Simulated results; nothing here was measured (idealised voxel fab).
The process module that follows is named voxel quadruple lines.
We display cut, a cross-section 175 nm in width whose square cells are each 5 nm.
We lay out every cross-section as a grid of square cells and spell it out in bands from the top down, where one band means one or more rows of cells.
Each band's line starts with the height of the band's top and of its bottom, in nm. Then come its materials from left to right, each with its width in nm. One material with "everywhere" fills the band from edge to edge. "blank" is empty space.
The level at which height equals 0 is the one under which the wafer, as it arrives, is entirely one material. No lower edge exists for the bottom band, which continues downward and is notated as in "from 0 down".
Width spec "30->40" -> top row of cells at first value, bottom row at second value, equal per-row change in between.
The cross-section has no changed cell in any step marked "all unchanged".
Closed empty spaces (no open way to the top) of 8 cells or more are what "Unvented voids" lists, each as width x height at distance from the left edge, nm for all three.
It should be noted that, on the line of a given step, the content following the step's settings is a remark produced by the simulator itself with respect to that step.
When a step includes a mask, the "overlay nm" setting on its line states how far to the right of its planned place that mask lay, and negative values state how far to the left.

### Process steps (planned)
| 1 | RECEIVE,material Si |
| 2 | CONFORMAL_DEP,material SiO2,thk nm 5 |
| 3 | DIRECTIONAL_DEP,material W,thk nm 15 |
| 4 | DIRECTIONAL_DEP,material polySi,thk nm 15 |
| 5 | DIRECTIONAL_DEP,material aC,thk nm 20 |
| 6 | PATTERN,tone cover,mask id MANDREL,material resist,width nm 25,thk nm 30,overlay nm 0 |
| 7 | DIRECTIONAL_ETCH,etch materials aC,depth nm 20 |
| 8 | STRIP,etch materials resist |
| 9 | CONFORMAL_DEP,material SiO2,thk nm 15 |
| 10 | DIRECTIONAL_ETCH,etch materials SiO2,depth nm 15 |
| 11 | STRIP,etch materials aC |
| 12 | DIRECTIONAL_ETCH,etch materials polySi,depth nm 15 |
| 13 | STRIP,etch materials SiO2 |
| 14 | CONFORMAL_DEP,material SiCN,thk nm 5 |
| 15 | DIRECTIONAL_ETCH,etch materials SiCN,depth nm 5 |
| 16 | STRIP,etch materials polySi |
| 17 | DIRECTIONAL_ETCH,etch materials W,depth nm 15 |
| 18 | STRIP,etch materials SiCN |
| 19 | FILL_DEP,material SiO2,thk nm 5 |
| 20 | CMP,height nm 20 |

### first wafer, as planned

### This is the cross-section of the wafer as we received it, i.e. after step 1
* from 0 down  Si everywhere
* Unvented voids: none

### Sectional view: wafer, after step 2
* from 5 to 0  SiO2 everywhere
* For the remainder of the cross-section, below 0, there is no change.

### Sectional view: wafer, after step 3
* from 20 to 5  W everywhere
* For the remainder of the cross-section, below 5, there is no change.

### Sectional view: wafer, after step 4
* from 35 to 20  polySi everywhere
* For the remainder of the cross-section, below 20, there is no change.

### Sectional view: wafer, after step 5
* from 55 to 35  aC everywhere
* For the remainder of the cross-section, below 35, there is no change.

### Sectional view: wafer, after step 6
* from 85 to 55  blank 75 nm / resist 25 nm / blank 75 nm
* For the remainder of the cross-section, below 55, there is no change.

### Sectional view: wafer, after step 7
* from 65 to 55  blank 75 nm / resist 25 nm / blank 75 nm
* from 55 to 35  blank 75 nm / aC 25 nm / blank 75 nm
* For the remainder of the cross-section, below 35, there is no change.

### Sectional view: wafer, after step 8
* from 55 to 35  blank 75 nm / aC 25 nm / blank 75 nm
* For the remainder of the cross-section, below 35, there is no change.

### Sectional view: wafer, after step 9
* from 70 to 55  blank 60 nm / SiO2 55 nm / blank 60 nm
* from 55 to 50  blank 60 nm / SiO2 15 nm / aC 25 nm / SiO2 15 nm / blank 60 nm
* from 50 to 35  SiO2 75 nm / aC 25 nm / SiO2 75 nm
* For the remainder of the cross-section, below 35, there is no change.

### Sectional view: wafer, after step 10
* from 55 to 35  blank 60 nm / SiO2 15 nm / aC 25 nm / SiO2 15 nm / blank 60 nm
* For the remainder of the cross-section, below 35, there is no change.

### Sectional view: wafer, after step 11
* from 55 to 35  blank 60 nm / SiO2 15 nm / blank 25 nm / SiO2 15 nm / blank 60 nm
* For the remainder of the cross-section, below 35, there is no change.

### Sectional view: wafer, after step 12
* from 55 to 35  blank 60 nm / SiO2 15 nm / blank 25 nm / SiO2 15 nm / blank 60 nm
* from 35 to 20  blank 60 nm / polySi 15 nm / blank 25 nm / polySi 15 nm / blank 60 nm
* For the remainder of the cross-section, below 20, there is no change.

### Sectional view: wafer, after step 13
* from 35 to 20  blank 60 nm / polySi 15 nm / blank 25 nm / polySi 15 nm / blank 60 nm
* For the remainder of the cross-section, below 20, there is no change.

### Sectional view: wafer, after step 14
* from 40 to 35  blank 55 nm / SiCN 25 nm / blank 15 nm / SiCN 25 nm / blank 55 nm
* from 35 to 25  blank 55 nm / SiCN 5 nm / polySi 15 nm / SiCN 5 nm / blank 15 nm / SiCN 5 nm / polySi 15 nm / SiCN 5 nm / blank 55 nm
* from 25 to 20  SiCN 60 nm / polySi 15 nm / SiCN 25 nm / polySi 15 nm / SiCN 60 nm
* For the remainder of the cross-section, below 20, there is no change.

### Sectional view: wafer, after step 15
* from 35 to 20  blank 55 nm / SiCN 5 nm / polySi 15 nm / SiCN 5 nm / blank 15 nm / SiCN 5 nm / polySi 15 nm / SiCN 5 nm / blank 55 nm
* For the remainder of the cross-section, below 20, there is no change.

### Sectional view: wafer, after step 16
* from 35 to 20  blank 55 nm / SiCN 5 nm / blank 15 nm / SiCN 5 nm / blank 15 nm / SiCN 5 nm / blank 15 nm / SiCN 5 nm / blank 55 nm
* For the remainder of the cross-section, below 20, there is no change.

### Sectional view: wafer, after step 17
* from 35 to 20  blank 55 nm / SiCN 5 nm / blank 15 nm / SiCN 5 nm / blank 15 nm / SiCN 5 nm / blank 15 nm / SiCN 5 nm / blank 55 nm
* from 20 to 5  blank 55 nm / W 5 nm / blank 15 nm / W 5 nm / blank 15 nm / W 5 nm / blank 15 nm / W 5 nm / blank 55 nm
* For the remainder of the cross-section, below 5, there is no change.

### Sectional view: wafer, after step 18
* from 20 to 5  blank 55 nm / W 5 nm / blank 15 nm / W 5 nm / blank 15 nm / W 5 nm / blank 15 nm / W 5 nm / blank 55 nm
* For the remainder of the cross-section, below 5, there is no change.

### Sectional view: wafer, after step 19
* from 25 to 20  SiO2 everywhere
* from 20 to 5  SiO2 55 nm / W 5 nm / SiO2 15 nm / W 5 nm / SiO2 15 nm / W 5 nm / SiO2 15 nm / W 5 nm / SiO2 55 nm
* For the remainder of the cross-section, below 5, there is no change.

### Sectional view: wafer, after step 20
* from 20 to 5  SiO2 55 nm / W 5 nm / SiO2 15 nm / W 5 nm / SiO2 15 nm / W 5 nm / SiO2 15 nm / W 5 nm / SiO2 55 nm
* For the remainder of the cross-section, below 5, there is no change.

### Second wafer - shared start and plan with the first - one error in running - same as the first up to step 5 inclusive

### Planned end of step 6: second wafer, cross-section
* from 85 to 55  blank 75 nm / resist 30 nm / blank 70 nm
* For the remainder of the cross-section, below 55, there is no change.

### Planned end of step 7: second wafer, cross-section
* from 65 to 55  blank 75 nm / resist 30 nm / blank 70 nm
* from 55 to 35  blank 75 nm / aC 30 nm / blank 70 nm
* For the remainder of the cross-section, below 35, there is no change.

### Planned end of step 8: second wafer, cross-section
* from 55 to 35  blank 75 nm / aC 30 nm / blank 70 nm
* For the remainder of the cross-section, below 35, there is no change.

### Planned end of step 9: second wafer, cross-section
* from 70 to 55  blank 60 nm / SiO2 60 nm / blank 55 nm
* from 55 to 50  blank 60 nm / SiO2 15 nm / aC 30 nm / SiO2 15 nm / blank 55 nm
* from 50 to 35  SiO2 75 nm / aC 30 nm / SiO2 70 nm
* For the remainder of the cross-section, below 35, there is no change.

### Planned end of step 10: second wafer, cross-section
* from 55 to 35  blank 60 nm / SiO2 15 nm / aC 30 nm / SiO2 15 nm / blank 55 nm
* For the remainder of the cross-section, below 35, there is no change.

### Planned end of step 11: second wafer, cross-section
* from 55 to 35  blank 60 nm / SiO2 15 nm / blank 30 nm / SiO2 15 nm / blank 55 nm
* For the remainder of the cross-section, below 35, there is no change.

### Planned end of step 12: second wafer, cross-section
* from 55 to 35  blank 60 nm / SiO2 15 nm / blank 30 nm / SiO2 15 nm / blank 55 nm
* from 35 to 20  blank 60 nm / polySi 15 nm / blank 30 nm / polySi 15 nm / blank 55 nm
* For the remainder of the cross-section, below 20, there is no change.

### Planned end of step 13: second wafer, cross-section
* from 35 to 20  blank 60 nm / polySi 15 nm / blank 30 nm / polySi 15 nm / blank 55 nm
* For the remainder of the cross-section, below 20, there is no change.

### Planned end of step 14: second wafer, cross-section
* from 40 to 35  blank 55 nm / SiCN 25 nm / blank 20 nm / SiCN 25 nm / blank 50 nm
* from 35 to 25  blank 55 nm / SiCN 5 nm / polySi 15 nm / SiCN 5 nm / blank 20 nm / SiCN 5 nm / polySi 15 nm / SiCN 5 nm / blank 50 nm
* from 25 to 20  SiCN 60 nm / polySi 15 nm / SiCN 30 nm / polySi 15 nm / SiCN 55 nm
* For the remainder of the cross-section, below 20, there is no change.

### Planned end of step 15: second wafer, cross-section
* from 35 to 20  blank 55 nm / SiCN 5 nm / polySi 15 nm / SiCN 5 nm / blank 20 nm / SiCN 5 nm / polySi 15 nm / SiCN 5 nm / blank 50 nm
* For the remainder of the cross-section, below 20, there is no change.

### Planned end of step 16: second wafer, cross-section
* from 35 to 20  blank 55 nm / SiCN 5 nm / blank 15 nm / SiCN 5 nm / blank 20 nm / SiCN 5 nm / blank 15 nm / SiCN 5 nm / blank 50 nm
* For the remainder of the cross-section, below 20, there is no change.

### Planned end of step 17: second wafer, cross-section
* from 35 to 20  blank 55 nm / SiCN 5 nm / blank 15 nm / SiCN 5 nm / blank 20 nm / SiCN 5 nm / blank 15 nm / SiCN 5 nm / blank 50 nm
* from 20 to 5  blank 55 nm / W 5 nm / blank 15 nm / W 5 nm / blank 20 nm / W 5 nm / blank 15 nm / W 5 nm / blank 50 nm
* For the remainder of the cross-section, below 5, there is no change.

### Planned end of step 18: second wafer, cross-section
* from 20 to 5  blank 55 nm / W 5 nm / blank 15 nm / W 5 nm / blank 20 nm / W 5 nm / blank 15 nm / W 5 nm / blank 50 nm
* For the remainder of the cross-section, below 5, there is no change.

### Planned end of step 19: second wafer, cross-section
* from 25 to 20  SiO2 everywhere
* from 20 to 5  SiO2 55 nm / W 5 nm / SiO2 15 nm / W 5 nm / SiO2 20 nm / W 5 nm / SiO2 15 nm / W 5 nm / SiO2 50 nm
* For the remainder of the cross-section, below 5, there is no change.

### Planned end of step 20: second wafer, cross-section
* from 20 to 5  SiO2 55 nm / W 5 nm / SiO2 15 nm / W 5 nm / SiO2 20 nm / W 5 nm / SiO2 15 nm / W 5 nm / SiO2 50 nm
* For the remainder of the cross-section, below 5, there is no change.
Where did the run depart from the plan? step 6 off recipe, ran as PATTERN,tone cover,mask id MANDREL,material resist,width nm 30,thk nm 30,overlay nm 0
The two final wafers agree on how many cells each material fills and disagree on which cells those are.
